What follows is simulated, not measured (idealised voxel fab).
A process module follows: voxel transistor to metal.
Section cut is 185 nm wide and gridded with 5 nm square cells.
Cross-section, as written here: a square-cell grid given band by band from the top down, where a band holds one or more rows of cells.
Top height, bottom height, nm. Materials left to right, width each, nm. Single material + "throughout" = fills band edge to edge. "empty" = empty.
Height datum 0, below which the as-received substrate wafer is one material. Lowest band open at the bottom, running downward: "0 down".
When a width is written as two numbers, as in "30 to 40", the first number is the width in the top row of cells of the band and the second is the width in its bottom row, and the width changes by the same amount from each row to the next.
Step marked "no change occurred"? Then no cell in the cross-section changed in it.
Look at "Sealed void inventory" for the closed voids: empty spaces with no open path to the top, sized 8 cells or up. Each is width x height at distance, distance from the left edge, all nm.
Past the settings on a step's line: simulator remark, on that step.
On any step carrying a mask, the "overlay nm" setting, if present on the step's line, tells how far right of its planned place the mask lay; negative values point to the left.
The steps planned for the process are as follows:
- 1: RECEIVE (material Si)
- 2: CONFORMAL_DEP (material SiO2; thk nm 5)
- 3: CONFORMAL_DEP (material SiN; thk nm 10)
- 4: DIRECTIONAL_DEP (material aC; thk nm 10)
- 5: PATTERN (tone cover; mask id ACTIVE; material resist; width nm 100; thk nm 25; overlay nm 0)
- 6: DIRECTIONAL_ETCH (etch materials aC; depth nm 10)
- 7: STRIP (etch materials resist)
- 8: DIRECTIONAL_ETCH (etch materials SiN; depth nm 10)
- 9: DIRECTIONAL_ETCH (etch materials SiO2; depth nm 5)
- 10: DIRECTIONAL_ETCH (etch materials Si; depth nm 25)
- 11: STRIP (etch materials aC)
- 12: OXIDIZE (depth nm 5)
- 13: FILL_DEP (material SiO2; thk nm 5)
- 14: CMP (height nm 15)
- 15: SELECTIVE_ETCH (etch materials SiO2; depth nm 5)
- 16: STRIP (etch materials SiN)
- 17: SELECTIVE_ETCH (etch materials SiO2; depth nm 5)
- 18: OXIDIZE (depth nm 5)
- 19: DIRECTIONAL_DEP (material polySi; thk nm 30)
- 20: DIRECTIONAL_DEP (material SiCN; thk nm 15)
- 21: DIRECTIONAL_DEP (material aC; thk nm 15)
- 22: PATTERN (tone cover; mask id GATE; material resist; width nm 30; thk nm 35; overlay nm 0)
- 23: DIRECTIONAL_ETCH (etch materials aC; depth nm 15)
- 24: STRIP (etch materials resist)
- 25: DIRECTIONAL_ETCH (etch materials SiCN; depth nm 25)
- 26: DIRECTIONAL_ETCH (etch materials polySi; depth nm 40)
- 27: STRIP (etch materials aC)
- 28: CONFORMAL_DEP (material SiN; thk nm 5)
- 29: DIRECTIONAL_ETCH (etch materials SiN; depth nm 5)
- 30: DIRECTIONAL_ETCH (etch materials SiO2; depth nm 5)
- 31: DIRECTIONAL_ETCH (etch materials Si; depth nm 10)
- 32: EPI (material SiGe; thk nm 10)
- 33: FILL_DEP (material SiO2; thk nm 5)
- 34: CMP (height nm 30)
- 35: STRIP (etch materials polySi)
- 36: SELECTIVE_ETCH (etch materials SiO2; depth nm 5)
- 37: CONFORMAL_DEP (material HfO2; thk nm 5)
- 38: CONFORMAL_DEP (material TiN; thk nm 5)
- 39: FILL_DEP (material W; thk nm 5)
- 40: CMP (height nm 25)
- 41: DIRECTIONAL_DEP (material SiO2; thk nm 15)
- 42: PATTERN (tone open; mask id CONTACT; material resist; width nm 15; pitch nm 75; thk nm 20; overlay nm 0)
- 43: DIRECTIONAL_ETCH (etch materials SiO2; depth nm 45)
- 44: STRIP (etch materials resist)
- 45: CONFORMAL_DEP (material TiN; thk nm 5)
- 46: FILL_DEP (material W; thk nm 10)
- 47: CMP (height nm 40)
- 48: CONFORMAL_DEP (material SiCN; thk nm 5)
- 49: DIRECTIONAL_DEP (material lowk; thk nm 15)
- 50: MASKED_ETCH (tone open; mask id METAL_1; width nm 15; pitch nm 75; etch materials lowk; depth nm 15; overlay nm 0)
- 51: MASKED_ETCH (tone open; mask id METAL_1; width nm 15; pitch nm 75; etch materials SiCN; depth nm 5; overlay nm 0)
- 52: CONFORMAL_DEP (material TiN; thk nm 5)
- 53: FILL_DEP (material Cu; thk nm 5)
- 54: CMP (height nm 60)
- 55: CONFORMAL_DEP (material SiCN; thk nm 5)
- 56: DIRECTIONAL_DEP (material lowk; thk nm 35)
- 57: DIRECTIONAL_DEP (material aC; thk nm 10)
- 58: PATTERN (tone open; mask id METAL_2; material resist; width nm 15; pitch nm 75; thk nm 25; overlay nm 0)
- 59: DIRECTIONAL_ETCH (etch materials aC; depth nm 10)
- 60: STRIP (etch materials resist)
- 61: DIRECTIONAL_ETCH (etch materials lowk; depth nm 20)
- 62: STRIP (etch materials aC)
- 63: DIRECTIONAL_DEP (material aC; thk nm 15)
- 64: PATTERN (tone open; mask id METAL_2_HOLES; material resist; width nm 15; pitch nm 75; thk nm 30; overlay nm 0)
- 65: DIRECTIONAL_ETCH (etch materials aC; depth nm 15)
- 66: STRIP (etch materials resist)
- 67: DIRECTIONAL_ETCH (etch materials lowk; depth nm 15)
- 68: DIRECTIONAL_ETCH (etch materials SiCN; depth nm 5)
- 69: STRIP (etch materials aC)
- 70: CONFORMAL_DEP (material TiN; thk nm 5)
- 71: FILL_DEP (material Cu; thk nm 10)
- 72: CMP (height nm 100)
- 73: CONFORMAL_DEP (material SiCN; thk nm 5)
Received-state cross-section, reflecting completion of step 1:
0 down  Si throughout
Sealed void inventory: none
As-planned run: cross-section of the first of two wafers at end of module:
105 to 100  SiCN throughout
100 to 65  45 lowk; 5 TiN; 5 Cu; 5 TiN; 60 lowk; 5 TiN; 5 Cu; 5 TiN; 50 lowk
65 to 60  45 SiCN; 15 TiN; 60 SiCN; 15 TiN; 50 SiCN
60 to 45  45 lowk; 5 TiN; 5 Cu; 5 TiN; 60 lowk; 5 TiN; 5 Cu; 5 TiN; 50 lowk
45 to 40  45 SiCN; 15 TiN; 60 SiCN; 15 TiN; 50 SiCN
40 to 25  45 SiO2; 5 TiN; 5 W; 5 TiN; 60 SiO2; 5 TiN; 5 W; 5 TiN; 50 SiO2
25 to 5  45 SiO2; 5 TiN; 5 W; 5 TiN; 10 SiO2; 5 SiN; 5 HfO2; 5 TiN; 10 W; 5 TiN; 5 HfO2; 5 SiN; 10 SiO2; 5 TiN; 5 W; 5 TiN; 50 SiO2
5 to 0  35 SiO2; 5 SiN; 5 SiO2; 5 TiN; 5 W; 5 TiN; 10 SiGe; 5 SiN; 5 HfO2; 20 TiN; 5 HfO2; 5 SiN; 10 SiGe; 5 TiN; 5 W; 5 TiN; 5 SiO2; 5 SiN; 40 SiO2
0 to -5  45 SiO2; 15 TiN; 10 SiGe; 40 HfO2; 10 SiGe; 15 TiN; 50 SiO2
-5 to -15  45 SiO2; 25 SiGe; 40 Si; 25 SiGe; 50 SiO2
-15 to -30  45 SiO2; 90 Si; 50 SiO2
-30 down  Si throughout
Sealed void inventory: none
Cross-sectional view: second of two wafers, end of module; start and plan identical to the first, one mistake in running:
105 to 100  SiCN throughout
100 to 65  45 lowk; 5 TiN; 5 Cu; 5 TiN; 60 lowk; 5 TiN; 5 Cu; 5 TiN; 50 lowk
65 to 60  45 SiCN; 15 TiN; 60 SiCN; 15 TiN; 50 SiCN
60 to 50  40 Cu; 5 TiN; 15 lowk; 5 TiN; 50 Cu; 5 TiN; 15 lowk; 5 TiN; 45 Cu
50 to 45  45 TiN; 15 lowk; 60 TiN; 15 lowk; 50 TiN
45 to 40  SiCN throughout
40 to 25  45 SiO2; 5 TiN; 5 W; 5 TiN; 60 SiO2; 5 TiN; 5 W; 5 TiN; 50 SiO2
25 to 5  45 SiO2; 5 TiN; 5 W; 5 TiN; 10 SiO2; 5 SiN; 5 HfO2; 5 TiN; 10 W; 5 TiN; 5 HfO2; 5 SiN; 10 SiO2; 5 TiN; 5 W; 5 TiN; 50 SiO2
5 to 0  35 SiO2; 5 SiN; 5 SiO2; 5 TiN; 5 W; 5 TiN; 10 SiGe; 5 SiN; 5 HfO2; 20 TiN; 5 HfO2; 5 SiN; 10 SiGe; 5 TiN; 5 W; 5 TiN; 5 SiO2; 5 SiN; 40 SiO2
0 to -5  45 SiO2; 15 TiN; 10 SiGe; 40 HfO2; 10 SiGe; 15 TiN; 50 SiO2
-5 to -15  45 SiO2; 25 SiGe; 40 Si; 25 SiGe; 50 SiO2
-15 to -30  45 SiO2; 90 Si; 50 SiO2
-30 down  Si throughout
Sealed void inventory: none
Deviation noted in wafer processing: heads up, step 50 didn't go per plan, it actually ran as MASKED_ETCH (tone cover; mask id METAL_1; width nm 15; pitch nm 75; etch materials lowk; depth nm 15; overlay nm 0)
End of process, cell counts, second wafer against first, materials with more or fewer: Cu: 48 more, SiCN: 6 more, TiN: 21 more, lowk: 75 fewer
